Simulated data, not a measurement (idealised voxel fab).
Process module heading - voxel self aligned vias
Pictured: cross-section cut, 180 nm wide, on a grid of 5 nm square cells.
Think of the cross-section as a grid of square cells. We describe it in bands, top to bottom, and each band covers one or more rows of those cells.
Basically the band line says how high the top is and how high the bottom is, in nm, and then what's in it from left to right, every material with its width in nm. Empty space shows up as "air", and if a single material carries "edge to edge" it runs the full band edge to edge.
Note: height 0 marks the level under which the wafer is uniformly one material as received. Lowest band unbounded below, written "from 0 down".
Quick explanation for "30..40": the width changes in equal steps down the rows of cells, from the first number in the band's top row to the second number in its bottom row.
When a step is marked "nothing altered", none of the cells in the cross-section changed during that step.
You'll see "Closed void register" listing empty spaces that have no way open to the top, as long as they're 8 cells or more; the notation is width x height at distance, where the distance is from the left edge, and all of it is in nm.
If you see something after the settings on a step's line, that's the simulator's own remark about that step.
overlay nm: on a step with a mask, how far right of its planned place the mask lay; negative means left.

[So here's the lineup of process steps we planned]
- 1: RECEIVE | material Si
- 2: CONFORMAL_DEP | material SiO2 | thk nm 10
- 3: CONFORMAL_DEP | material SiCN | thk nm 5
- 4: DIRECTIONAL_DEP | material lowk | thk nm 25
- 5: MASKED_ETCH | tone open | mask id LINES | width nm 30 | pitch nm 75 | etch materials lowk | depth nm 25 | overlay nm 0
- 6: CONFORMAL_DEP | material TiN | thk nm 5
- 7: FILL_DEP | material Ru | thk nm 5
- 8: CMP | height nm 40
- 9: SELECTIVE_ETCH | etch materials W Ru TiN | depth nm 5
- 10: FILL_DEP | material SiN | thk nm 5
- 11: CMP | height nm 40
- 12: DIRECTIONAL_DEP | material lowk | thk nm 20
- 13: DIRECTIONAL_DEP | material aC | thk nm 15
- 14: PATTERN | tone open | mask id VIAS | material resist | width nm 50 | pitch nm 75 | thk nm 30 | overlay nm 0
- 15: DIRECTIONAL_ETCH | etch materials aC | depth nm 15
- 16: STRIP | etch materials resist
- 17: DIRECTIONAL_ETCH | etch materials lowk | depth nm 20
- 18: DIRECTIONAL_ETCH | etch materials SiN | depth nm 5
- 19: STRIP | etch materials aC
- 20: CONFORMAL_DEP | material TiN | thk nm 5
- 21: FILL_DEP | material Ru | thk nm 5
- 22: CMP | height nm 60
- 23: CONFORMAL_DEP | material SiN | thk nm 5

[Received-state cross-section, reflecting completion of step 1]
from 0 down = Si edge to edge
Closed void register: none

[Here's the wafer cut in cross-section after the module, started and planned just like above, except one thing was done wrong in the run]
from 65 to 60 = SiN edge to edge
from 60 to 45 = lowk (35); TiN (5); Ru (40); TiN (5); lowk (25); TiN (5); Ru (40); TiN (5); lowk (20)
from 45 to 40 = lowk (35); TiN (5); Ru (20); TiN (25); lowk (25); TiN (5); Ru (20); TiN (25); lowk (20)
from 40 to 35 = lowk (35); TiN (30); lowk (45); TiN (30); lowk (40)
from 35 to 20 = lowk (35); TiN (5); Ru (20); TiN (5); lowk (45); TiN (5); Ru (20); TiN (5); lowk (40)
from 20 to 15 = lowk (35); TiN (30); lowk (45); TiN (30); lowk (40)
from 15 to 10 = SiCN edge to edge
from 10 to 0 = SiO2 edge to edge
from 0 down = Si edge to edge
Closed void register: none
Diagnosis: step 14 did not happen as planned, as run it was PATTERN | tone open | mask id VIAS | material resist | width nm 50 | pitch nm 75 | thk nm 30 | overlay nm 10
